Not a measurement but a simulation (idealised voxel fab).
The name of this process module is voxel tone inversion.
145 nm wide, 5 nm square cells: that's cross-section cut.
Throughout this document, each cross-section is represented as a grid of square cells and is presented as a sequence of bands enumerated from the top downward, where a band comprises one or more rows of cells.
Per band: top height and bottom height in nm, followed by the left-to-right materials and their widths in nm; "everywhere" marks a single material spanning edge to edge, "empty" marks empty space.
Height reference: 0 = level under which incoming wafer is all one material. Lowest band: no bottom, runs on downward, e.g. "0 nm and below".
The notation "30->40" denotes a width that varies across the rows of cells in the band, beginning at the first number in the top row, finishing at the second number in the bottom row, and changing by an identical amount from each row to the next.
No cell of the cross-section changed in a step that is given as "nothing altered".
Basically, "Sealed-off cavities" tells you about the enclosed voids: empty spaces with no open way to the top, 8 cells or bigger, each written width x height at distance, where distance is from the left edge, all in nm.
Post-settings text on a step line: simulator's own remark regarding the step.
On any step carrying a mask, the "overlay nm" setting, if present on the step's line, tells how far right of its planned place the mask lay; negative values point to the left.
Steps planned for the process
- 1: RECEIVE,material Si
- 2: CONFORMAL_DEP,material SiCN,thk nm 10
- 3: DIRECTIONAL_DEP,material aC,thk nm 15
- 4: PATTERN,tone cover,mask id POSTS,material resist,width nm 15,pitch nm 30,thk nm 10,overlay nm 0
- 5: DIRECTIONAL_ETCH,etch materials aC,depth nm 15
- 6: STRIP,etch materials resist
- 7: FILL_DEP,material SiO2,thk nm 5
- 8: CMP,height nm 25
- 9: STRIP,etch materials aC
- 10: CONFORMAL_DEP,material TiN,thk nm 5
- 11: FILL_DEP,material Ru,thk nm 5
- 12: CMP,height nm 25
- 13: CONFORMAL_DEP,material SiCN,thk nm 5
It is noted that the wafers described herein are identical at the outset and are distinguished by the thk nm of step 4; the value stated in the plan corresponds to the first wafer.
As-received cross-section, first of several wafers, post step 1
    0 nm and below  Si everywhere
    Sealed-off cavities: none
Take a look at the first of several wafers in cross-section: the module is done, and step 13 was its last step
    30 nm to 25 nm  SiCN everywhere
    25 nm to 20 nm  SiO2 everywhere
    20 nm to 10 nm  SiO2 (20), then aC (15), then SiO2 (15), then aC (15), then SiO2 (15), then aC (15), then SiO2 (15), then aC (15), then SiO2 (20)
    10 nm to 0 nm  SiCN everywhere
    0 nm and below  Si everywhere
    Sealed-off cavities: none
Of the several wafers, the last: cross-section at the end of the module
    30 nm to 25 nm  SiCN everywhere
    25 nm to 15 nm  SiO2 (20), then TiN (5), then Ru (5), then TiN (5), then SiO2 (15), then TiN (5), then Ru (5), then TiN (5), then SiO2 (15), then TiN (5), then Ru (5), then TiN (5), then SiO2 (15), then TiN (5), then Ru (5), then TiN (5), then SiO2 (20)
    15 nm to 10 nm  SiO2 (20), then TiN (15), then SiO2 (15), then TiN (15), then SiO2 (15), then TiN (15), then SiO2 (15), then TiN (15), then SiO2 (20)
    10 nm to 0 nm  SiCN everywhere
    0 nm and below  Si everywhere
    Sealed-off cavities: none
Heads up, this table goes wafer by wafer. A row tells you, at the end of the module, how many cells of each material that wafer has put on (+) or dropped (-) since it was received, and then its closed voids
thk nm 10; +87 SiCN; +63 SiO2; +24 aC; Sealed-off cavities: none
thk nm 15; +8 Ru; +87 SiCN; +51 SiO2; +28 TiN; Sealed-off cavities: none
thk nm 20; +8 Ru; +87 SiCN; +51 SiO2; +28 TiN; Sealed-off cavities: none
thk nm 25; +8 Ru; +87 SiCN; +51 SiO2; +28 TiN; Sealed-off cavities: none
thk nm 30; +8 Ru; +87 SiCN; +51 SiO2; +28 TiN; Sealed-off cavities: none
thk nm 35; +8 Ru; +87 SiCN; +51 SiO2; +28 TiN; Sealed-off cavities: none
